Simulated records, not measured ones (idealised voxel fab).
process module | voxel lift off
Section shown: cut. Width: 190 nm. Cell size: 5 nm, square.
Cross-section spec: square-cell grid; bands listed top down; each band is one or more rows. It is stipulated that each band's entry specify, in nanometres, the height of the top of the band and then that of its bottom, followed by the materials of the band in left-to-right sequence, each together with its width in nanometres. A single material marked by the word "everywhere" is understood to fill the band from edge to edge; the word "air" is understood to denote empty space. Heights are reckoned from 0. Under this level, the received wafer is all of one material. The bottommost band is open-ended downward, for example "0 down". Per-row width for "30 to 40": begins at first number (top row of band), ends at second number (bottom row), increment between rows held constant. "stayed the same" -> step changed no cross-section cell. In "Trapped cavities" the enclosed voids are listed, meaning empty spaces of 8 cells or larger without any opening to the top. The form is width x height at distance, distance from the left edge, units nm. Anything after a step's settings on that line? It's the simulator's own note about the step. If you see "overlay nm" on a step's line and that step has a mask, it's telling you how far right of where it was planned the mask ended up; a negative number means it went left instead.

## Intended process steps
1. RECEIVE [material Si]
2. CONFORMAL_DEP [material Al2O3] [thk nm 15]
3. PATTERN [tone open] [mask id LINES] [material resist] [width nm 20] [pitch nm 45] [thk nm 30] [overlay nm 0]
4. DIRECTIONAL_DEP [material Ru] [thk nm 15]
5. STRIP [etch materials resist]
6. CONFORMAL_DEP [material SiCN] [thk nm 10]

## So this is the incoming wafer in cross-section - it's already been through step 1
	0 down  Si everywhere
	Trapped cavities: none

## Run as planned - first of the two wafers cross-sectioned at the end of the module
	40 to 30  air 5; SiCN 40; air 5; SiCN 40; air 5; SiCN 40; air 5; SiCN 40; air 10
	30 to 25  air 5; SiCN 10; Ru 20; SiCN 10; air 5; SiCN 10; Ru 20; SiCN 10; air 5; SiCN 10; Ru 20; SiCN 10; air 5; SiCN 10; Ru 20; SiCN 10; air 10
	25 to 15  SiCN 15; Ru 20; SiCN 25; Ru 20; SiCN 25; Ru 20; SiCN 25; Ru 20; SiCN 20
	15 to 0  Al2O3 everywhere
	0 down  Si everywhere
	Trapped cavities: none

## Wafer two cross-section, module end. Start and plan unchanged from wafer one; one mistake made during the run
	40 to 30  air 5; SiCN 180; air 5
	30 to 25  air 5; SiCN 10; Ru 25; SiCN 20; Ru 25; SiCN 20; Ru 25; SiCN 20; Ru 25; SiCN 10; air 5
	25 to 15  SiCN 15; Ru 25; SiCN 20; Ru 25; SiCN 20; Ru 25; SiCN 20; Ru 25; SiCN 15
	15 to 0  Al2O3 everywhere
	0 down  Si everywhere
	Trapped cavities: none
Run error: heads up, step 3 didn't go per plan, it actually ran as PATTERN [tone open] [mask id LINES] [material resist] [width nm 25] [pitch nm 45] [thk nm 30] [overlay nm 0]
FYI, end of process, the second wafer has more or fewer cells of some materials than the first: 12 more of Ru
